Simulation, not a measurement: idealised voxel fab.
Herein follows the process module entitled voxel transistor to metal.
Displayed cross-section: cut, width of 190 nm, square cells sized 5 nm.
When this document writes out a cross-section, it uses a grid of square cells and lists it as bands, beginning at the top and moving down, with a band standing for one or more rows of cells.
For a band, the entry starts with two heights in nm, that of the top and then that of the bottom, and carries on with the band's materials in order from left to right, each alongside its width in nm; the word "full width" beside a single material means it fills the band edge to edge, and "empty" means empty space.
Beneath 0, the wafer as received is one material, and that level is where height counting begins. The lowest band goes on downward without a bottom; it is written like "0 down".
Width: "30->40" (first number = top row, second number = bottom row, same change from row to row of cells).
Where the words "no modification" appear for a step, the cross-section shows no cell changed by that step; every cell remained as before.
If an empty space has no open way to the top and is at least 8 cells in size, "Voids, fully enclosed" lists it, written width x height at distance, where distance is measured from the left edge and every value is in nm.
after a step's settings: what the simulator itself notes on the step
A step line may carry the setting "overlay nm", which, for steps involving a mask, states the distance by which the mask lay to the right of its intended position; negative values denote displacement to the left.
Process steps (planned)
1. RECEIVE | material Si
2. OXIDIZE | depth nm 5
3. CONFORMAL_DEP | material SiN | thk nm 15
4. PATTERN | tone cover | mask id ACTIVE | material resist | width nm 105 | thk nm 20 | overlay nm 0
5. DIRECTIONAL_ETCH | etch materials SiN | depth nm 15
6. DIRECTIONAL_ETCH | etch materials SiO2 | depth nm 5
7. DIRECTIONAL_ETCH | etch materials Si | depth nm 30
8. STRIP | etch materials resist
9. FILL_DEP | material SiO2 | thk nm 10
10. CMP | height nm 15
11. SELECTIVE_ETCH | etch materials SiO2 | depth nm 15
12. STRIP | etch materials SiN
13. SELECTIVE_ETCH | etch materials SiO2 | depth nm 5
14. OXIDIZE | depth nm 5
15. DIRECTIONAL_DEP | material polySi | thk nm 25
16. DIRECTIONAL_DEP | material SiCN | thk nm 10
17. MASKED_ETCH | tone cover | mask id GATE | width nm 25 | etch materials SiCN | depth nm 20 | overlay nm 0
18. MASKED_ETCH | tone cover | mask id GATE | width nm 25 | etch materials polySi | depth nm 35 | overlay nm 0
19. CONFORMAL_DEP | material SiO2 | thk nm 5
20. DIRECTIONAL_ETCH | etch materials SiO2 | depth nm 5
21. CONFORMAL_DEP | material SiN | thk nm 10
22. DIRECTIONAL_ETCH | etch materials SiN | depth nm 10
23. DIRECTIONAL_ETCH | etch materials SiO2 | depth nm 5
24. EPI | material pSi | thk nm 5
25. FILL_DEP | material SiO2 | thk nm 10
26. CMP | height nm 20
27. STRIP | etch materials polySi
28. SELECTIVE_ETCH | etch materials SiO2 | depth nm 5
29. CONFORMAL_DEP | material HfO2 | thk nm 5
30. CONFORMAL_DEP | material TiN | thk nm 5
31. FILL_DEP | material W | thk nm 10
32. CMP | height nm 15
33. DIRECTIONAL_DEP | material SiO2 | thk nm 15
34. PATTERN | tone open | mask id CONTACT | material resist | width nm 15 | pitch nm 80 | thk nm 15 | overlay nm 0
35. DIRECTIONAL_ETCH | etch materials SiO2 | depth nm 35
36. STRIP | etch materials resist
37. CONFORMAL_DEP | material TiN | thk nm 5
38. FILL_DEP | material Ru | thk nm 10
39. CMP | height nm 30
40. DIRECTIONAL_DEP | material TiN | thk nm 5
41. DIRECTIONAL_DEP | material W | thk nm 15
42. MASKED_ETCH | tone cover | mask id METAL_1 | width nm 15 | pitch nm 80 | etch materials W | depth nm 15 | overlay nm 0
43. MASKED_ETCH | tone cover | mask id METAL_1 | width nm 15 | pitch nm 80 | etch materials TiN | depth nm 5 | overlay nm 0
44. CONFORMAL_DEP | material SiCN | thk nm 5
45. FILL_DEP | material lowk | thk nm 5
46. CMP | height nm 50
47. CONFORMAL_DEP | material SiCN | thk nm 5
48. DIRECTIONAL_DEP | material SiO2 | thk nm 30
49. DIRECTIONAL_DEP | material aC | thk nm 15
50. PATTERN | tone open | mask id METAL_2 | material resist | width nm 15 | pitch nm 80 | thk nm 30 | overlay nm 0
51. DIRECTIONAL_ETCH | etch materials aC | depth nm 15
52. STRIP | etch materials resist
53. DIRECTIONAL_ETCH | etch materials SiO2 | depth nm 15
54. STRIP | etch materials aC
55. PATTERN | tone open | mask id METAL_2_HOLES | material resist | width nm 15 | pitch nm 80 | thk nm 15 | overlay nm 0
56. DIRECTIONAL_ETCH | etch materials SiO2 | depth nm 15
57. DIRECTIONAL_ETCH | etch materials SiCN | depth nm 5
58. STRIP | etch materials resist
59. CONFORMAL_DEP | material TiN | thk nm 5
60. FILL_DEP | material Cu | thk nm 5
61. CMP | height nm 85
62. CONFORMAL_DEP | material SiN | thk nm 5
Quick note for whoever runs this: the wafers start identical, but the width nm at step 4 isn't the same across them. The plan just shows what the first wafer had.
First of several wafers (as received, post step 1), cross-sectional view
    0 down = Si full width
    Voids, fully enclosed: none
Shown in cross-section: the first of several wafers at the end of the module, after its last step, step 62
    90 to 85 = SiN full width
    85 to 55 = SiO2: 45, TiN: 5, Cu: 5, TiN: 5, SiO2: 65, TiN: 5, Cu: 5, TiN: 5, SiO2: 50
    55 to 50 = SiCN: 45, TiN: 15, SiCN: 65, TiN: 15, SiCN: 50
    50 to 35 = lowk: 40, SiCN: 5, W: 15, SiCN: 5, lowk: 55, SiCN: 5, W: 15, SiCN: 5, lowk: 45
    35 to 30 = SiCN: 45, TiN: 15, SiCN: 65, TiN: 15, SiCN: 50
    30 to 15 = SiO2: 45, TiN: 5, Ru: 5, TiN: 5, SiO2: 65, TiN: 5, Ru: 5, TiN: 5, SiO2: 50
    15 to 0 = SiO2: 45, TiN: 5, Ru: 5, TiN: 5, SiO2: 5, SiN: 10, HfO2: 5, TiN: 5, W: 15, TiN: 5, HfO2: 5, SiN: 10, SiO2: 5, TiN: 5, Ru: 5, TiN: 5, SiO2: 50
    0 to -5 = SiO2: 45, TiN: 15, SiO2: 5, SiN: 10, HfO2: 5, TiN: 25, HfO2: 5, SiN: 10, SiO2: 5, TiN: 15, SiO2: 50
    -5 to -10 = SiO2: 35, pSi: 30, SiO2: 10, HfO2: 35, SiO2: 10, pSi: 30, SiO2: 40
    -10 to -35 = SiO2: 40, Si: 105, SiO2: 45
    -35 down = Si full width
    Voids, fully enclosed: none
Showing the last wafer in cross-section at the end of the module
    90 to 85 = SiN full width
    85 to 55 = SiO2: 45, TiN: 5, Cu: 5, TiN: 5, SiO2: 65, TiN: 5, Cu: 5, TiN: 5, SiO2: 50
    55 to 50 = SiCN: 45, TiN: 15, SiCN: 65, TiN: 15, SiCN: 50
    50 to 35 = lowk: 40, SiCN: 5, W: 15, SiCN: 5, lowk: 55, SiCN: 5, W: 15, SiCN: 5, lowk: 45
    35 to 30 = SiCN: 45, TiN: 15, SiCN: 65, TiN: 15, SiCN: 50
    30 to 15 = SiO2: 45, TiN: 5, Ru: 5, TiN: 5, SiO2: 65, TiN: 5, Ru: 5, TiN: 5, SiO2: 50
    15 to 0 = SiO2: 45, TiN: 5, Ru: 5, TiN: 5, SiO2: 5, SiN: 10, HfO2: 5, TiN: 5, W: 15, TiN: 5, HfO2: 5, SiN: 10, SiO2: 5, TiN: 5, Ru: 5, TiN: 5, SiO2: 50
    0 to -5 = SiO2: 45, TiN: 15, SiO2: 5, SiN: 10, HfO2: 5, TiN: 25, HfO2: 5, SiN: 10, SiO2: 5, TiN: 15, SiO2: 50
    -5 to -10 = SiO2: 25, pSi: 40, SiO2: 10, HfO2: 35, SiO2: 10, pSi: 45, SiO2: 25
    -10 to -35 = SiO2: 30, Si: 130, SiO2: 30
    -35 down = Si full width
    Voids, fully enclosed: none
Wafer rows; end of module; cells per material since receipt: (+) gained, (-) lost; then closed voids
width nm 105; +12 Cu; +15 HfO2; +12 Ru; -161 Si; +76 SiCN; +54 SiN; +476 SiO2; +77 TiN; +27 W; +84 lowk; +12 pSi; Voids, fully enclosed: none
width nm 110; +12 Cu; +15 HfO2; +12 Ru; -156 Si; +76 SiCN; +54 SiN; +470 SiO2; +77 TiN; +27 W; +84 lowk; +13 pSi; Voids, fully enclosed: none
width nm 115; +12 Cu; +15 HfO2; +12 Ru; -151 Si; +76 SiCN; +54 SiN; +464 SiO2; +77 TiN; +27 W; +84 lowk; +14 pSi; Voids, fully enclosed: none
width nm 120; +12 Cu; +15 HfO2; +12 Ru; -146 Si; +76 SiCN; +54 SiN; +458 SiO2; +77 TiN; +27 W; +84 lowk; +15 pSi; Voids, fully enclosed: none
width nm 125; +12 Cu; +15 HfO2; +12 Ru; -141 Si; +76 SiCN; +54 SiN; +452 SiO2; +77 TiN; +27 W; +84 lowk; +16 pSi; Voids, fully enclosed: none
width nm 130; +12 Cu; +15 HfO2; +12 Ru; -136 Si; +76 SiCN; +54 SiN; +446 SiO2; +77 TiN; +27 W; +84 lowk; +17 pSi; Voids, fully enclosed: none
